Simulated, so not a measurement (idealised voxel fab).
A process module follows: voxel self aligned vias.
This is section cut - it's 275 nm across, gridded in 5 nm square cells.
A cross-section is a grid of square cells, given in bands from the top down. A band is one or more rows of cells. Top, bottom (nm), then materials left to right with widths (nm); lone material tagged "full width" fills the whole band edge to edge; "empty" = empty space. The reference from which all heights are counted is 0, the level beneath which the as-received wafer is entirely one material; the lowest band, having no lower bound, proceeds downward and is written after the example "top 0, no bottom". It should be noted that a width expressed as "30..40" varies in equal increments from row to row of cells within the band, taking the value of the first number at the top row and that of the second number at the bottom row. Given "left unchanged" for a step, no cell of the cross-section differs between before and after that step. In the "Listed closed voids" entry, you get each enclosed empty space of 8 cells or more, one with no open way to the top, written width x height at distance, distance from the left edge, in nm. Step line, after settings: the simulator's comment on this step. If you see "overlay nm" on a step's line and that step has a mask, it's telling you how far right of where it was planned the mask ended up; a negative number means it went left instead.
### Steps planned for the process
step 1: op RECEIVE | material Si
step 2: op CONFORMAL_DEP | material SiO2 | thk nm 15
step 3: op CONFORMAL_DEP | material SiCN | thk nm 5
step 4: op DIRECTIONAL_DEP | material SiO2 | thk nm 20
step 5: op PATTERN | tone open | mask id LINES | material resist | width nm 20 | pitch nm 55 | thk nm 15 | overlay nm 0
step 6: op DIRECTIONAL_ETCH | etch materials SiO2 | depth nm 20
step 7: op STRIP | etch materials resist
step 8: op CONFORMAL_DEP | material TiN | thk nm 5
step 9: op FILL_DEP | material Ru | thk nm 5
step 10: op CMP | height nm 40
step 11: op SELECTIVE_ETCH | etch materials W Ru TiN | depth nm 10
step 12: op FILL_DEP | material SiN | thk nm 5
step 13: op CMP | height nm 40
step 14: op DIRECTIONAL_DEP | material SiO2 | thk nm 15
step 15: op MASKED_ETCH | tone open | mask id VIAS | width nm 30 | pitch nm 55 | etch materials SiO2 | depth nm 15 | overlay nm 0
step 16: op MASKED_ETCH | tone open | mask id VIAS | width nm 30 | pitch nm 55 | etch materials SiN | depth nm 10 | overlay nm 0
step 17: op CONFORMAL_DEP | material TiN | thk nm 5
step 18: op FILL_DEP | material W | thk nm 5
step 19: op CMP | height nm 55
step 20: op CONFORMAL_DEP | material SiCN | thk nm 5
### Wafer as received: cross-section following step 1
> top 0, no bottom: Si full width
> Listed closed voids: none
### First wafer of two, sectioned at end of module; run went per plan
> top 60, bottom 55: SiCN full width
> top 55, bottom 45: 65 of SiO2; 5 of TiN; 20 of W; 5 of TiN; 25 of SiO2; 5 of TiN; 20 of W; 5 of TiN; 25 of SiO2; 5 of TiN; 20 of W; 5 of TiN; 70 of SiO2
> top 45, bottom 35: 65..70 of SiO2; 10..5 of TiN; 10 of W; 10..5 of TiN; 25..35 of SiO2; 10..5 of TiN; 10 of W; 10..5 of TiN; 25..35 of SiO2; 10..5 of TiN; 10 of W; 10..5 of TiN; 70..75 of SiO2
> top 35, bottom 30: 70 of SiO2; 20 of TiN; 35 of SiO2; 20 of TiN; 35 of SiO2; 20 of TiN; 75 of SiO2
> top 30, bottom 25: 70 of SiO2; 5 of TiN; 10 of Ru; 5 of TiN; 35 of SiO2; 5 of TiN; 10 of Ru; 5 of TiN; 35 of SiO2; 5 of TiN; 10 of Ru; 5 of TiN; 75 of SiO2
> top 25, bottom 20: 70 of SiO2; 20 of TiN; 35 of SiO2; 20 of TiN; 35 of SiO2; 20 of TiN; 75 of SiO2
> top 20, bottom 15: SiCN full width
> top 15, bottom 0: SiO2 full width
> top 0, no bottom: Si full width
> Listed closed voids: none
### Module end: cross-section of wafer two of two. Same start and process plan as the first wafer. One mistake during execution
> top 60, bottom 55: SiCN full width
> top 55, bottom 45: 65 of SiO2; 5 of TiN; 20 of W; 5 of TiN; 25 of SiO2; 5 of TiN; 20 of W; 5 of TiN; 25 of SiO2; 5 of TiN; 20 of W; 5 of TiN; 70 of SiO2
> top 45, bottom 35: 65..70 of SiO2; 10..5 of TiN; 10 of W; 10..5 of TiN; 25..35 of SiO2; 10..5 of TiN; 10 of W; 10..5 of TiN; 25..35 of SiO2; 10..5 of TiN; 10 of W; 10..5 of TiN; 70..75 of SiO2
> top 35, bottom 30: 70 of SiO2; 20 of TiN; 35 of SiO2; 20 of TiN; 35 of SiO2; 20 of TiN; 75 of SiO2
> top 30, bottom 15: SiCN full width
> top 15, bottom 0: SiO2 full width
> top 0, no bottom: Si full width
> Listed closed voids: none
Short version of what went wrong: step 3 off recipe, ran as op CONFORMAL_DEP | material SiCN | thk nm 15
at the end the second wafer has, in cells: Ru: 6 fewer; SiCN: 110 more; SiO2: 86 fewer; TiN: 18 fewer
